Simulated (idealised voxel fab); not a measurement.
Process module, titled voxel trench capacitor
Each square cell in cross-section cut measures 5 nm, and the section as a whole is 245 nm wide.
A cross-section is a grid of square cells, given in bands from the top down. A band is one or more rows of cells. Band: top height; bottom height; in nm. Then, left to right: material with width in nm, for each material. "throughout": a single material spanning edge to edge. "empty": empty space. The level at which height equals 0 is the one under which the wafer, as it arrives, is entirely one material. No lower edge exists for the bottom band, which continues downward and is notated as in "top 0, no bottom". A two-number width, for instance "30->40", indicates that the width is equal to the first number in the top row of the band and to the second number in the bottom row, and that it changes by a constant amount per row of cells. "no alteration" (step): cross-section cells unchanged, all of them. "Closed void register" enumerates empty spaces isolated from the top, with no open way to it, that contain at least 8 cells, giving each as width x height at distance from the left edge, all three in nm. On each step's line, the part that comes after the settings is the simulator's own comment on the step. overlay nm, on a step with a mask: how far to the right of its planned place the mask lay; to the left if negative.
[plan]
- 1: RECEIVE [material Si]
- 2: CONFORMAL_DEP [material SiN] [thk nm 5]
- 3: PATTERN [tone open] [mask id TRENCH] [material resist] [width nm 25] [pitch nm 45] [thk nm 20] [overlay nm 0]
- 4: DIRECTIONAL_ETCH [etch materials SiN] [depth nm 5]
- 5: DIRECTIONAL_ETCH [etch materials Si] [depth nm 35]
- 6: STRIP [etch materials resist]
- 7: CONFORMAL_DEP [material HfO2] [thk nm 5]
- 8: CONFORMAL_DEP [material TiN] [thk nm 5]
- 9: FILL_DEP [material W] [thk nm 5]
- 10: CMP [height nm 5]
[Wafer at receipt (post step 1), cross-section]
> top 0, no bottom  Si throughout
> Closed void register: none
[The first of two wafers, cross-sectioned at the end of the module, with the run proceeding as planned]
> top 5, bottom 0  65 nm SiN; 5 nm HfO2; 5 nm TiN; 5 nm W; 5 nm TiN; 5 nm HfO2; 20 nm SiN; 5 nm HfO2; 5 nm TiN; 5 nm W; 5 nm TiN; 5 nm HfO2; 20 nm SiN; 5 nm HfO2; 5 nm TiN; 5 nm W; 5 nm TiN; 5 nm HfO2; 65 nm SiN
> top 0, bottom -25  65 nm Si; 5 nm HfO2; 5 nm TiN; 5 nm W; 5 nm TiN; 5 nm HfO2; 20 nm Si; 5 nm HfO2; 5 nm TiN; 5 nm W; 5 nm TiN; 5 nm HfO2; 20 nm Si; 5 nm HfO2; 5 nm TiN; 5 nm W; 5 nm TiN; 5 nm HfO2; 65 nm Si
> top -25, bottom -30  65 nm Si; 5 nm HfO2; 15 nm TiN; 5 nm HfO2; 20 nm Si; 5 nm HfO2; 15 nm TiN; 5 nm HfO2; 20 nm Si; 5 nm HfO2; 15 nm TiN; 5 nm HfO2; 65 nm Si
> top -30, bottom -35  65 nm Si; 25 nm HfO2; 20 nm Si; 25 nm HfO2; 20 nm Si; 25 nm HfO2; 65 nm Si
> top -35, no bottom  Si throughout
> Closed void register: none
[Same start, same plan as the first wafer - but one mistake in the run. Cross-section of the second of the two at the end of the module]
> top 5, bottom 0  65 nm SiN; 5 nm HfO2; 5 nm TiN; 5 nm W; 5 nm TiN; 5 nm HfO2; 20 nm SiN; 5 nm HfO2; 5 nm TiN; 5 nm W; 5 nm TiN; 5 nm HfO2; 20 nm SiN; 5 nm HfO2; 5 nm TiN; 5 nm W; 5 nm TiN; 5 nm HfO2; 65 nm SiN
> top 0, bottom -60  65 nm Si; 5 nm HfO2; 5 nm TiN; 5 nm W; 5 nm TiN; 5 nm HfO2; 20 nm Si; 5 nm HfO2; 5 nm TiN; 5 nm W; 5 nm TiN; 5 nm HfO2; 20 nm Si; 5 nm HfO2; 5 nm TiN; 5 nm W; 5 nm TiN; 5 nm HfO2; 65 nm Si
> top -60, bottom -65  65 nm Si; 5 nm HfO2; 15 nm TiN; 5 nm HfO2; 20 nm Si; 5 nm HfO2; 15 nm TiN; 5 nm HfO2; 20 nm Si; 5 nm HfO2; 15 nm TiN; 5 nm HfO2; 65 nm Si
> top -65, bottom -70  65 nm Si; 25 nm HfO2; 20 nm Si; 25 nm HfO2; 20 nm Si; 25 nm HfO2; 65 nm Si
> top -70, no bottom  Si throughout
> Closed void register: none
Plan not followed: plan step 5 was twice executed
FYI, end of process, the second wafer has more or fewer cells of some materials than the first: +42 HfO2, -105 Si, +42 TiN, +21 W
